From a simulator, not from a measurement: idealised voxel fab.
Name of the process module below: voxel released beams
Shown is cross-section cut, with a width of 150 nm and square cells of size 5 nm.
If you're reading a cross-section in this doc, picture square cells in a grid; it comes to you as bands, top ones listed first down to the bottom, and a band can be one or more rows of cells. Heads up on the band format: heights come first, top then bottom, in nm. After that it's the materials left to right, each with its width in nm. A single material flagged "full width" fills the whole band edge to edge, and "air" means there's empty space there. All heights in this document are referenced to 0, defined as the level beneath which the wafer, as received, consists entirely of one material. The lowest band is not bounded below; it extends indefinitely downward and is written in the form "0 and below". So if you see something like "30->40" for the width, read it as the top row of the band sitting at the first number and the bottom row at the second, with every row in between moving by the same amount as the last. Where the words "nothing altered" appear for a step, the cross-section shows no cell changed by that step; every cell remained as before. Listed in "Enclosed cavities": every empty space of 8 or more cells without an open way to the top. Form: width x height at distance, the distance being from the left edge, all in nm. Where a step's line continues beyond its settings, the continuation is a remark by the simulator itself on that step. When a step includes a mask, the "overlay nm" setting on its line states how far to the right of its planned place that mask lay, and negative values state how far to the left.
The planned process steps are enumerated hereunder
1 RECEIVE,material Si
2 CONFORMAL_DEP,material SiN,thk nm 10
3 DIRECTIONAL_DEP,material SiO2,thk nm 20
4 DIRECTIONAL_DEP,material aC,thk nm 15
5 PATTERN,tone open,mask id ANCHOR,material resist,width nm 25,thk nm 30,overlay nm 0
6 DIRECTIONAL_ETCH,etch materials aC,depth nm 15
7 STRIP,etch materials resist
8 DIRECTIONAL_ETCH,etch materials SiO2,depth nm 20
9 STRIP,etch materials aC
10 CONFORMAL_DEP,material TiN,thk nm 10
11 MASKED_ETCH,tone cover,mask id BEAM,width nm 85,etch materials TiN,depth nm 10,overlay nm 0
12 STRIP,etch materials SiO2
Wafer as received: cross-section following step 1
	0 and below: Si full width
	Enclosed cavities: none
Cross-sectional view of the first of the two wafers upon completion of the module, processed in accordance with the plan
	40 down to 30: air 30 nm; TiN 15 nm; air 5 nm; TiN 65 nm; air 35 nm
	30 down to 20: air 35 nm; TiN 10 nm; air 5 nm; TiN 10 nm; air 90 nm
	20 down to 10: air 35 nm; TiN 25 nm; air 90 nm
	10 down to 0: SiN full width
	0 and below: Si full width
	Enclosed cavities: none
Cross-sectional image of the second wafer of the two following completion of the module. Starting state and process plan were the same as for the first wafer; one execution error occurred
	40 down to 30: air 30 nm; TiN 85 nm; air 35 nm
	30 down to 20: SiN full width
	20 down to 0: SiO2 full width
	0 and below: Si full width
	Enclosed cavities: none
Plan not followed: the intended sequence of steps 2 and 3 was reversed during processing, with each occupying the position of the other
Heads up, by the end the second wafer has more or fewer cells of some materials compared to the first: SiO2: 120 more | TiN: 16 fewer
